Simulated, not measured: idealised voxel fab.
process module | voxel double patterning
cross-section cut | 245 nm wide | cells 5 nm
A cross-section is a grid of square cells, given in bands from the top down. A band is one or more rows of cells.
Each band's line starts with the height of the band's top and of its bottom, in nm. Then come its materials from left to right, each with its width in nm. One material with "throughout" fills the band from edge to edge. "air" is empty space.
Height 0 is the level under which the wafer as received is all one material. The lowest band goes on downwards, as in "0 down".
A width such as "30 to 40" changes by the same amount from each row of cells to the next, from the band's top row to its bottom row.
"no change" after a step means that no cell of the cross-section changed.
closed voids: empty space of 8 cells or more with no open way to the top, each as width x height at its distance from the left edge, in nm
after a step's settings: what the simulator itself notes on the step
overlay nm, on a step with a mask: how far to the right of its planned place the mask lay; to the left if negative
plan
1 op RECEIVE | material Si
2 op CONFORMAL_DEP | material SiO2 | thk nm 10
3 op DIRECTIONAL_DEP | material W | thk nm 15
4 op DIRECTIONAL_DEP | material SiN | thk nm 5
5 op PATTERN | tone open | mask id FIRST | material resist | width nm 15 | pitch nm 50 | thk nm 20 | overlay nm 0
6 op DIRECTIONAL_ETCH | etch materials SiN | depth nm 5
7 op STRIP | etch materials resist
8 op MASKED_ETCH | tone open | mask id SECOND | width nm 15 | etch materials SiN | depth nm 5 | overlay nm 0
9 op DIRECTIONAL_ETCH | etch materials W | depth nm 15
10 op STRIP | etch materials SiN
first wafer, as planned
as received, after step 1
  0 down: Si throughout
  closed voids: none
after step 2
  10 to 0: SiO2 throughout
  below 0: unchanged
after step 3
  25 to 10: W throughout
  below 10: unchanged
after step 4
  30 to 25: SiN throughout
  below 25: unchanged
after step 5
  50 to 30: resist 90 | air 15 | resist 35 | air 15 | resist 90
  below 30: unchanged
after step 6
  50 to 30: resist 90 | air 15 | resist 35 | air 15 | resist 90
  30 to 25: SiN 90 | air 15 | SiN 35 | air 15 | SiN 90
  below 25: unchanged
after step 7
  30 to 25: SiN 90 | air 15 | SiN 35 | air 15 | SiN 90
  below 25: unchanged
after step 8
  30 to 25: SiN 90 | air 15 | SiN 10 | air 15 | SiN 10 | air 15 | SiN 90
  below 25: unchanged
after step 9
  30 to 25: SiN 90 | air 15 | SiN 10 | air 15 | SiN 10 | air 15 | SiN 90
  25 to 10: W 90 | air 15 | W 10 | air 15 | W 10 | air 15 | W 90
  below 10: unchanged
after step 10
  25 to 10: W 90 | air 15 | W 10 | air 15 | W 10 | air 15 | W 90
  below 10: unchanged
second wafer: like start, like plan, one mistake. Through step 9 it matches the first wafer
when step 10 should have ended: no change
what went wrong: step 10 was left out
at the end the second wafer has, in cells: 40 more of SiN
